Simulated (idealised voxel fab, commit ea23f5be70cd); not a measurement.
The document below concerns the process module designated voxel fin reveal.
Shown is cross-section cut, with a width of 270 nm and square cells of size 5 nm.
We lay out every cross-section as a grid of square cells and spell it out in bands from the top down, where one band means one or more rows of cells. The entry gives the band's vertical extent as a top height and a bottom height in nm, then its horizontal make-up as materials from left to right, each with a width in nm. "blank" stands for empty space; a single material marked "full width" fills the band edge to edge. Below 0: as-received wafer, all one material; heights counted from there. Lowest band: no bottom, goes on down, written "from 0 down". Width "30 to 40": first value at the band's top row of cells, second value at its bottom row, equal change from row to row. Take "everything unchanged" at face value: in the step it is given for, the cross-section changed in none of its cells. Enclosed internal cavities: empty space of 8 cells or more with no open way to the top, each as width x height at its distance from the left edge, in nm. Whatever follows a step's settings on its line is a remark the simulator itself makes about that step. A step's line can hold "overlay nm"; with a mask on that step, the setting says how far right of the planned place the mask lay, while a negative setting says it lay to the left.

**List of planned process steps**
| 1 | RECEIVE,material Si |
| 2 | CONFORMAL_DEP,material SiN,thk nm 5 |
| 3 | PATTERN,tone cover,mask id FINS,material resist,width nm 15,pitch nm 35,thk nm 20,overlay nm 0 |
| 4 | DIRECTIONAL_ETCH,etch materials SiN,depth nm 5 |
| 5 | DIRECTIONAL_ETCH,etch materials Si,depth nm 35 |
| 6 | STRIP,etch materials resist |
| 7 | OXIDIZE,depth nm 5 |
| 8 | FILL_DEP,material SiO2,thk nm 15 |
| 9 | CMP,height nm 5 |
| 10 | SELECTIVE_ETCH,etch materials SiO2,depth nm 20 |
| 11 | STRIP,etch materials SiN |
| 12 | CONFORMAL_DEP,material SiO2,thk nm 5 |

**As received (post step 1): cross-section**
	from 0 down = Si full width
	Enclosed internal cavities: none

**The following cross-section depicts the wafer upon conclusion of the module. Processing commenced from the starting condition illustrated above and adhered to the plan illustrated above, save for one mistake in execution**
	from 5 to 0 = SiO2 (75)  blank (15)  SiO2 (20)  blank (15)  SiO2 (20)  blank (15)  SiO2 (20)  blank (15)  SiO2 (75)
	from 0 to -10 = Si (70)  SiO2 (5)  blank (15)  SiO2 (5)  Si (10)  SiO2 (5)  blank (15)  SiO2 (5)  Si (10)  SiO2 (5)  blank (15)  SiO2 (5)  Si (10)  SiO2 (5)  blank (15)  SiO2 (5)  Si (70)
	from -10 to -40 = Si (70)  SiO2 (25)  Si (10)  SiO2 (25)  Si (10)  SiO2 (25)  Si (10)  SiO2 (25)  Si (70)
	from -40 down = Si full width
	Enclosed internal cavities: none
Short version of what went wrong: step 3 ran as: PATTERN,tone open,mask id FINS,material resist,width nm 15,pitch nm 35,thk nm 20,overlay nm 0
